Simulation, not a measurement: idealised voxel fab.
The process module presented herein is designated voxel double patterning.
Section shown: cut. Width: 155 nm. Cell size: 5 nm, square.
This document writes a cross-section as a grid whose cells are square, and gives it as bands, listed from the top down; one or more rows of cells form a band.
A band entry consists of two parts. The first gives the height of the band's top and the height of its bottom, in nm. The rest lists the band's materials from left to right, each with its width in nm. A single material labelled with the word "throughout" fills the band from edge to edge, and the word "empty" marks empty space.
The level at which height equals 0 is the one under which the wafer, as it arrives, is entirely one material. No lower edge exists for the bottom band, which continues downward and is notated as in "0 down".
The two numbers in a width such as "30 to 40" mark its ends across the band: the first belongs to the top row of cells, the second to the bottom row, and from each row to the next the width moves by the same amount.
Where a step carries "no alteration", the cross-section came out of it unchanged, cell for cell.
For the entry "Closed void table", the listed items are empty spaces with no open way to the top whose size is 8 cells or more; each item follows the pattern width x height at distance, where distance is from the left edge and all three are in nm.
If you see something after the settings on a step's line, that's the simulator's own remark about that step.
A step line may carry the setting "overlay nm", which, for steps involving a mask, states the distance by which the mask lay to the right of its intended position; negative values denote displacement to the left.

-- These are the steps we planned for the process
1 RECEIVE: material Si
2 CONFORMAL_DEP: material SiO2, thk nm 10
3 DIRECTIONAL_DEP: material polySi, thk nm 15
4 DIRECTIONAL_DEP: material SiCN, thk nm 10
5 MASKED_ETCH: tone open, mask id FIRST, width nm 15, pitch nm 50, etch materials SiCN, depth nm 10, overlay nm 0
6 MASKED_ETCH: tone open, mask id SECOND, width nm 15, pitch nm 50, etch materials SiCN, depth nm 10, overlay nm 0
7 DIRECTIONAL_ETCH: etch materials polySi, depth nm 15
8 STRIP: etch materials SiCN

-- Wafer at receipt (post step 1), cross-section
> 0 down: Si throughout
> Closed void table: none

-- What the wafer looks like in cross-section after this module, when it starts as shown above and follows the plan above but one mistake is made in running it
> 25 to 10: polySi 15 nm | empty 25 nm | polySi 5 nm | empty 15 nm | polySi 5 nm | empty 25 nm | polySi 5 nm | empty 15 nm | polySi 5 nm | empty 25 nm | polySi 15 nm
> 10 to 0: SiO2 throughout
> 0 down: Si throughout
> Closed void table: none
In executing the process, a mistake was made relative to the plan: step 5 was run on a setting that differed from the plan, and what really ran there is MASKED_ETCH: tone open, mask id FIRST, width nm 25, pitch nm 50, etch materials SiCN, depth nm 10, overlay nm 0
